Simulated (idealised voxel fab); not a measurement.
process module | voxel plated lines
cross-section cut | 215 nm wide | cells 5 nm
A cross-section is a grid of square cells, given in bands from the top down. A band is one or more rows of cells.
Each band's line starts with the height of the band's top and of its bottom, in nm. Then come its materials from left to right, each with its width in nm. One material with "throughout" fills the band from edge to edge. "air" is empty space.
Height 0 is the level under which the wafer as received is all one material. The lowest band goes on downwards, as in "0 down".
A width such as "30 to 40" changes by the same amount from each row of cells to the next, from the band's top row to its bottom row.
"no change" after a step means that no cell of the cross-section changed.
closed voids: empty space of 8 cells or more with no open way to the top, each as width x height at its distance from the left edge, in nm
after a step's settings: what the simulator itself notes on the step
overlay nm, on a step with a mask: how far to the right of its planned place the mask lay; to the left if negative
plan
1 op RECEIVE | material Si
2 op CONFORMAL_DEP | material SiN | thk nm 15
3 op DIRECTIONAL_DEP | material TiN | thk nm 5
4 op PATTERN | tone open | mask id LINES | material resist | width nm 25 | pitch nm 55 | thk nm 30 | overlay nm -15
5 op EPI | material Ru | thk nm 5
6 op EPI | material Ru | thk nm 5
7 op STRIP | etch materials resist
8 op DIRECTIONAL_ETCH | etch materials TiN | depth nm 5
9 op CONFORMAL_DEP | material SiO2 | thk nm 5
varied across the wafers: overlay nm of step 4. The plan shows the first wafer's value. All wafers start alike
first wafer as received, after step 1
  0 down: Si throughout
  closed voids: none
first wafer at the end, after step 9
  35 to 30: air 20 | SiO2 35 | air 20 | SiO2 35 | air 20 | SiO2 35 | air 50
  30 to 20: air 20 | SiO2 5 | Ru 25 | SiO2 5 | air 20 | SiO2 5 | Ru 25 | SiO2 5 | air 20 | SiO2 5 | Ru 25 | SiO2 5 | air 50
  20 to 15: SiO2 25 | TiN 25 | SiO2 30 | TiN 25 | SiO2 30 | TiN 25 | SiO2 55
  15 to 0: SiN throughout
  0 down: Si throughout
  closed voids: none
last wafer at the end
  35 to 30: air 50 | SiO2 35 | air 20 | SiO2 35 | air 20 | SiO2 35 | air 20
  30 to 20: air 50 | SiO2 5 | Ru 25 | SiO2 5 | air 20 | SiO2 5 | Ru 25 | SiO2 5 | air 20 | SiO2 5 | Ru 25 | SiO2 5 | air 20
  20 to 15: SiO2 55 | TiN 25 | SiO2 30 | TiN 25 | SiO2 30 | TiN 25 | SiO2 25
  15 to 0: SiN throughout
  0 down: Si throughout
  closed voids: none
each wafer at the end: cells of each material gained (+) or lost (-) since it was received, then its closed voids
overlay nm -15 | +30 Ru | +129 SiN | +61 SiO2 | +15 TiN | closed voids: none
overlay nm -10 | +30 Ru | +129 SiN | +61 SiO2 | +15 TiN | closed voids: none
overlay nm -5 | +30 Ru | +129 SiN | +61 SiO2 | +15 TiN | closed voids: none
overlay nm 0 | +30 Ru | +129 SiN | +61 SiO2 | +15 TiN | closed voids: none
overlay nm 5 | +30 Ru | +129 SiN | +61 SiO2 | +15 TiN | closed voids: none
overlay nm 10 | +30 Ru | +129 SiN | +61 SiO2 | +15 TiN | closed voids: none
overlay nm 15 | +30 Ru | +129 SiN | +61 SiO2 | +15 TiN | closed voids: none
